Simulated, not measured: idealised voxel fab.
Process module in this document: voxel air gaps
The width of the displayed cross-section, cut, is 150 nm; its cells are square, with a size of 5 nm.
Cross-section format: a grid of square cells, given as bands from top to bottom; each band is one or more rows of cells. Look at the band entry: it leads with the top's height and the bottom's height in nm. Then it lists the materials left to right, with a width in nm for each. The word "all across" on a single material says that material fills the band edge to edge. The word "air" is empty space. Zero point of the height axis is 0; under it, received wafer = one material. Lowest band: continues down indefinitely, "0 and below". The width entry "30 to 40" should be interpreted row by row: the top row of cells in the band takes the first number, the bottom row takes the second number, and the change between adjacent rows is uniform throughout. When a step is marked "no modification", none of the cells in the cross-section changed during that step. In the "Internal closed voids" entry, you get each enclosed empty space of 8 cells or more, one with no open way to the top, written width x height at distance, distance from the left edge, in nm. Formally, on a step line, whatever follows the settings is a remark that the simulator itself makes on the step. overlay nm: where the mask lay relative to plan, measured to the right, on steps with a mask; negatives go left.

The planned process steps are enumerated hereunder:
1. RECEIVE,material Si
2. CONFORMAL_DEP,material SiO2,thk nm 10
3. CONFORMAL_DEP,material SiN,thk nm 5
4. DIRECTIONAL_DEP,material SiO2,thk nm 30
5. MASKED_ETCH,tone open,mask id LINES,width nm 15,pitch nm 45,etch materials SiO2,depth nm 30,overlay nm 0
6. CONFORMAL_DEP,material TiN,thk nm 5
7. FILL_DEP,material Ru,thk nm 10
8. CMP,height nm 45
9. EPI,material Ru,thk nm 10
10. SELECTIVE_ETCH,etch materials SiO2,depth nm 40
11. CONFORMAL_DEP,material SiN,thk nm 5

First wafer of two (run as planned):

The cross-section here shows the wafer as received, i.e. in its state after step 1:
    0 and below: Si all across
    Internal closed voids: none

Step 2 done - wafer cross-section:
    10 down to 0: SiO2 all across
    Unchanged below 0.

Step 3 done - wafer cross-section:
    15 down to 10: SiN all across
    Unchanged below 10.

Step 4 done - wafer cross-section:
    45 down to 15: SiO2 all across
    Unchanged below 15.

Step 5 done - wafer cross-section:
    45 down to 15: SiO2=20, then air=15, then SiO2=30, then air=15, then SiO2=30, then air=15, then SiO2=25
    Unchanged below 15.

Step 6 done - wafer cross-section:
    50 down to 45: TiN=25, then air=5, then TiN=40, then air=5, then TiN=40, then air=5, then TiN=30
    45 down to 20: SiO2=20, then TiN=5, then air=5, then TiN=5, then SiO2=30, then TiN=5, then air=5, then TiN=5, then SiO2=30, then TiN=5, then air=5, then TiN=5, then SiO2=25
    20 down to 15: SiO2=20, then TiN=15, then SiO2=30, then TiN=15, then SiO2=30, then TiN=15, then SiO2=25
    Unchanged below 15.

Step 7 done - wafer cross-section:
    60 down to 50: Ru all across
    50 down to 45: TiN=25, then Ru=5, then TiN=40, then Ru=5, then TiN=40, then Ru=5, then TiN=30
    45 down to 20: SiO2=20, then TiN=5, then Ru=5, then TiN=5, then SiO2=30, then TiN=5, then Ru=5, then TiN=5, then SiO2=30, then TiN=5, then Ru=5, then TiN=5, then SiO2=25
    Unchanged below 20.

Step 8 done - wafer cross-section:
    45 down to 20: SiO2=20, then TiN=5, then Ru=5, then TiN=5, then SiO2=30, then TiN=5, then Ru=5, then TiN=5, then SiO2=30, then TiN=5, then Ru=5, then TiN=5, then SiO2=25
    Unchanged below 20.

Step 9 done - wafer cross-section:
    55 down to 45: air=10, then Ru=35, then air=10, then Ru=35, then air=10, then Ru=35, then air=15
    Unchanged below 45.

Step 10 done - wafer cross-section:
    55 down to 45: air=10, then Ru=35, then air=10, then Ru=35, then air=10, then Ru=35, then air=15
    45 down to 20: air=20, then TiN=5, then Ru=5, then TiN=5, then air=30, then TiN=5, then Ru=5, then TiN=5, then air=30, then TiN=5, then Ru=5, then TiN=5, then air=25
    20 down to 15: air=20, then TiN=15, then air=30, then TiN=15, then air=30, then TiN=15, then air=25
    Unchanged below 15.

Step 11 done - wafer cross-section:
    60 down to 55: air=5, then SiN=135, then air=10
    55 down to 45: air=5, then SiN=5, then Ru=35, then SiN=10, then Ru=35, then SiN=10, then Ru=35, then SiN=5, then air=10
    45 down to 40: air=5, then SiN=15, then TiN=5, then Ru=5, then TiN=5, then SiN=30, then TiN=5, then Ru=5, then TiN=5, then SiN=30, then TiN=5, then Ru=5, then TiN=5, then SiN=15, then air=10
    40 down to 20: air=15, then SiN=5, then TiN=5, then Ru=5, then TiN=5, then SiN=5, then air=20, then SiN=5, then TiN=5, then Ru=5, then TiN=5, then SiN=5, then air=20, then SiN=5, then TiN=5, then Ru=5, then TiN=5, then SiN=5, then air=20
    20 down to 15: SiN=20, then TiN=15, then SiN=30, then TiN=15, then SiN=30, then TiN=15, then SiN=25
    Unchanged below 15.
    Internal closed voids: 20 x 20 at 40; 20 x 20 at 85

Second wafer, same starting state and plan as the first, one mistake in the run, identical through step 8:

At the planned end of step 9, the second wafer in cross-section:
    45 down to 20: air=20, then TiN=5, then Ru=5, then TiN=5, then air=30, then TiN=5, then Ru=5, then TiN=5, then air=30, then TiN=5, then Ru=5, then TiN=5, then air=25
    20 down to 15: air=20, then TiN=15, then air=30, then TiN=15, then air=30, then TiN=15, then air=25
    Unchanged below 15.

At the planned end of step 10, the second wafer in cross-section:
    55 down to 45: air=10, then Ru=35, then air=10, then Ru=35, then air=10, then Ru=35, then air=15
    45 down to 20: air=10, then Ru=10, then TiN=5, then Ru=5, then TiN=5, then Ru=10, then air=10, then Ru=10, then TiN=5, then Ru=5, then TiN=5, then Ru=10, then air=10, then Ru=10, then TiN=5, then Ru=5, then TiN=5, then Ru=10, then air=15
    20 down to 15: air=10, then Ru=10, then TiN=15, then Ru=10, then air=10, then Ru=10, then TiN=15, then Ru=10, then air=10, then Ru=10, then TiN=15, then Ru=10, then air=15
    Unchanged below 15.

At the planned end of step 11, the second wafer in cross-section:
    60 down to 55: air=5, then SiN=135, then air=10
    55 down to 45: air=5, then SiN=5, then Ru=35, then SiN=10, then Ru=35, then SiN=10, then Ru=35, then SiN=5, then air=10
    45 down to 20: air=5, then SiN=5, then Ru=10, then TiN=5, then Ru=5, then TiN=5, then Ru=10, then SiN=10, then Ru=10, then TiN=5, then Ru=5, then TiN=5, then Ru=10, then SiN=10, then Ru=10, then TiN=5, then Ru=5, then TiN=5, then Ru=10, then SiN=5, then air=10
    20 down to 15: SiN=10, then Ru=10, then TiN=15, then Ru=10, then SiN=10, then Ru=10, then TiN=15, then Ru=10, then SiN=10, then Ru=10, then TiN=15, then Ru=10, then SiN=15
    Unchanged below 15.
what went wrong: sequence error: steps 9 and 10 interchanged
End check, counted in cells, second wafer has more or fewer of these materials than the first: 72 more of Ru | 24 fewer of SiN
Long story short, the first wafer ends with 2 closed voids and the second one with 0.
